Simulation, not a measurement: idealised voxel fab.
Presented below is a process module, voxel self aligned vias.
For reference, the cross-section in this document is cut, with width 280 nm and square cells of 5 nm.
A cross-section is written here as square cells arranged in a grid, and it is given in bands from the top down, each band taking up one or more rows of cells.
It is stipulated that each band's entry specify, in nanometres, the height of the top of the band and then that of its bottom, followed by the materials of the band in left-to-right sequence, each together with its width in nanometres. A single material marked by the word "all across" is understood to fill the band from edge to edge; the word "blank" is understood to denote empty space.
Below 0: as-received wafer, all one material; heights counted from there. Lowest band: no bottom, goes on down, written "from 0 down".
Width: "30 to 40" (first number = top row, second number = bottom row, same change from row to row of cells).
"identical to before" means the step left every cell of the cross-section as it was.
"Internal closed voids" lists enclosed empty spaces (at least 8 cells, no open path upward to the top), each as width x height at distance from the left edge, in nm.
Text after the settings on a step's line: the simulator's own remark on that step.
overlay nm: on a step with a mask, how far right of its planned place the mask lay; negative means left.

# So here's the lineup of process steps we planned
1 op RECEIVE | material Si
2 op CONFORMAL_DEP | material SiO2 | thk nm 10
3 op CONFORMAL_DEP | material SiCN | thk nm 5
4 op DIRECTIONAL_DEP | material lowk | thk nm 25
5 op DIRECTIONAL_DEP | material aC | thk nm 15
6 op PATTERN | tone open | mask id LINES | material resist | width nm 30 | pitch nm 75 | thk nm 30 | overlay nm 0
7 op DIRECTIONAL_ETCH | etch materials aC | depth nm 15
8 op STRIP | etch materials resist
9 op DIRECTIONAL_ETCH | etch materials lowk | depth nm 25
10 op STRIP | etch materials aC
11 op CONFORMAL_DEP | material TiN | thk nm 5
12 op FILL_DEP | material W | thk nm 5
13 op CMP | height nm 40
14 op SELECTIVE_ETCH | etch materials W Ru TiN | depth nm 5
15 op FILL_DEP | material SiN | thk nm 10
16 op CMP | height nm 40
17 op DIRECTIONAL_DEP | material lowk | thk nm 15
18 op DIRECTIONAL_DEP | material aC | thk nm 15
19 op PATTERN | tone open | mask id VIAS | material resist | width nm 50 | thk nm 30 | overlay nm 0
20 op DIRECTIONAL_ETCH | etch materials aC | depth nm 15
21 op STRIP | etch materials resist
22 op DIRECTIONAL_ETCH | etch materials lowk | depth nm 15
23 op DIRECTIONAL_ETCH | etch materials SiN | depth nm 5
24 op STRIP | etch materials aC
25 op CONFORMAL_DEP | material TiN | thk nm 5
26 op FILL_DEP | material Ru | thk nm 5
27 op CMP | height nm 55
28 op CONFORMAL_DEP | material SiCN | thk nm 5

# Wafer cross-section on receipt, i.e. after step 1
from 0 down = Si all across
Internal closed voids: none

# Run as planned - first of the two wafers cross-sectioned at the end of the module
from 60 to 55 = SiCN all across
from 55 to 45 = lowk 75 nm, TiN 5 nm, Ru 40 nm, TiN 5 nm, lowk 155 nm
from 45 to 40 = lowk 75 nm, TiN 15 nm, Ru 20 nm, TiN 15 nm, lowk 155 nm
from 40 to 35 = lowk 85 nm, TiN 30 nm, lowk 45 nm, SiN 30 nm, lowk 90 nm
from 35 to 20 = lowk 85 nm, TiN 5 nm, W 20 nm, TiN 5 nm, lowk 45 nm, TiN 5 nm, W 20 nm, TiN 5 nm, lowk 90 nm
from 20 to 15 = lowk 85 nm, TiN 30 nm, lowk 45 nm, TiN 30 nm, lowk 90 nm
from 15 to 10 = SiCN all across
from 10 to 0 = SiO2 all across
from 0 down = Si all across
Internal closed voids: none

# Cross-sectional view of the second of two wafers upon completion of the module. This wafer shared its starting condition and process plan with the first; one error was made during its execution
from 60 to 55 = SiCN all across
from 55 to 45 = lowk 75 nm, TiN 5 nm, Ru 45 nm, TiN 5 nm, lowk 150 nm
from 45 to 40 = lowk 75 nm, TiN 15 nm, Ru 20 nm, TiN 20 nm, lowk 150 nm
from 40 to 35 = lowk 85 nm, TiN 30 nm, lowk 45 nm, SiN 30 nm, lowk 90 nm
from 35 to 20 = lowk 85 nm, TiN 5 nm, W 20 nm, TiN 5 nm, lowk 45 nm, TiN 5 nm, W 20 nm, TiN 5 nm, lowk 90 nm
from 20 to 15 = lowk 85 nm, TiN 30 nm, lowk 45 nm, TiN 30 nm, lowk 90 nm
from 15 to 10 = SiCN all across
from 10 to 0 = SiO2 all across
from 0 down = Si all across
Internal closed voids: none
Here's what went sideways: it should be noted that step 19 was executed with settings other than those planned, the operation and settings actually applied being op PATTERN | tone open | mask id VIAS | material resist | width nm 55 | thk nm 30 | overlay nm 0
Once processing is complete, comparing cell counts shows that the second wafer has more or fewer of certain materials than the first: +2 Ru, +1 TiN, -3 lowk
